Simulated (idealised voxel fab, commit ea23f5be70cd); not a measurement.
A process module follows: voxel self aligned contacts.
Cross-section cut spans 290 nm and uses square cells 5 nm in size.
Just so we're on the same page, the cross-sections are grids of square cells, and they're listed out in bands top to bottom, each band one or more rows deep.
Quick guide to a band line: top height, bottom height (nm) up front; then every material left to right with its width in nm. Only one material and it's marked "all across"? Then it fills the band edge to edge. And "empty" just means empty space.
Beneath 0, the wafer as received is one material, and that level is where height counting begins. The lowest band goes on downward without a bottom; it is written like "0 and below".
A width such as "30->40" changes by the same amount from each row of cells to the next, from the band's top row to its bottom row.
"remained the same" after a step means that no cell of the cross-section changed.
Entry "Closed internal voids" = empty spaces >= 8 cells with no open way to the top; each as width x height at distance, distance from left edge, all nm.
Heads up: the bit after the settings on a step's line is the simulator's remark on that step.
If you see "overlay nm" on a step's line and that step has a mask, it's telling you how far right of where it was planned the mask ended up; a negative number means it went left instead.
-- Set out below are the planned steps of the process
1. RECEIVE with material Si
2. CONFORMAL_DEP with material SiO2, thk nm 5
3. DIRECTIONAL_DEP with material polySi, thk nm 25
4. DIRECTIONAL_DEP with material SiN, thk nm 15
5. PATTERN with tone cover, mask id GATE, material resist, width nm 35, pitch nm 60, thk nm 15, overlay nm 0
6. DIRECTIONAL_ETCH with etch materials SiN, depth nm 15
7. DIRECTIONAL_ETCH with etch materials polySi, depth nm 25
8. STRIP with etch materials resist
9. CONFORMAL_DEP with material SiN, thk nm 5
10. DIRECTIONAL_ETCH with etch materials SiN, depth nm 5
11. FILL_DEP with material SiO2, thk nm 20
12. CMP with height nm 55
13. DIRECTIONAL_DEP with material aC, thk nm 15
14. PATTERN with tone open, mask id CONTACT, material resist, width nm 35, thk nm 35, overlay nm 0
15. DIRECTIONAL_ETCH with etch materials aC, depth nm 15
16. STRIP with etch materials resist
17. DIRECTIONAL_ETCH with etch materials SiO2, depth nm 55
18. STRIP with etch materials aC
19. CONFORMAL_DEP with material TiN, thk nm 5
20. FILL_DEP with material Ru, thk nm 10
21. CMP with height nm 55
22. CONFORMAL_DEP with material SiCN, thk nm 5
-- Wafer cross-section on receipt, i.e. after step 1
* 0 and below  Si all across
* Closed internal voids: none
-- Here's the cross-section of the first of our two wafers at the end of the module - it ran as planned
* 60 down to 55  SiCN all across
* 55 down to 45  125 of SiO2, 5->15 of TiN, 25->5 of Ru, 5->15 of TiN, 130 of SiO2
* 45 down to 30  90 of SiO2, 45 of SiN, 5 of TiN, 5 of Ru, 5 of TiN, 45 of SiN, 95 of SiO2
* 30 down to 5  90 of SiO2, 5 of SiN, 35 of polySi, 5 of SiN, 5 of TiN, 5 of Ru, 5 of TiN, 5 of SiN, 35 of polySi, 5 of SiN, 95 of SiO2
* 5 down to 0  135 of SiO2, 15 of TiN, 140 of SiO2
* 0 and below  Si all across
* Closed internal voids: none
-- Cross-sectional view: second of two wafers, end of module; start and plan identical to the first, one mistake in running
* 60 down to 55  SiCN all across
* 55 down to 45  125 of SiO2, 5->15 of TiN, 25->5 of Ru, 5->15 of TiN, 130 of SiO2
* 45 down to 40  90 of SiO2, 45 of SiN, 5 of TiN, 5 of Ru, 5 of TiN, 45 of SiN, 95 of SiO2
* 40 down to 35  90 of SiO2, 45 of SiN, 15 of TiN, 45 of SiN, 95 of SiO2
* 35 down to 30  SiN all across
* 30 down to 5  polySi all across
* 5 down to 0  SiO2 all across
* 0 and below  Si all across
* Closed internal voids: none
Which mistake was made when the wafer was run? step 6 ran as: DIRECTIONAL_ETCH with etch materials SiN, depth nm 10
Wrapping up, a cell-based count of both wafers puts the second over or under the first for these materials: Ru -7 | SiN +20 | SiO2 -219 | TiN -14 | polySi +220
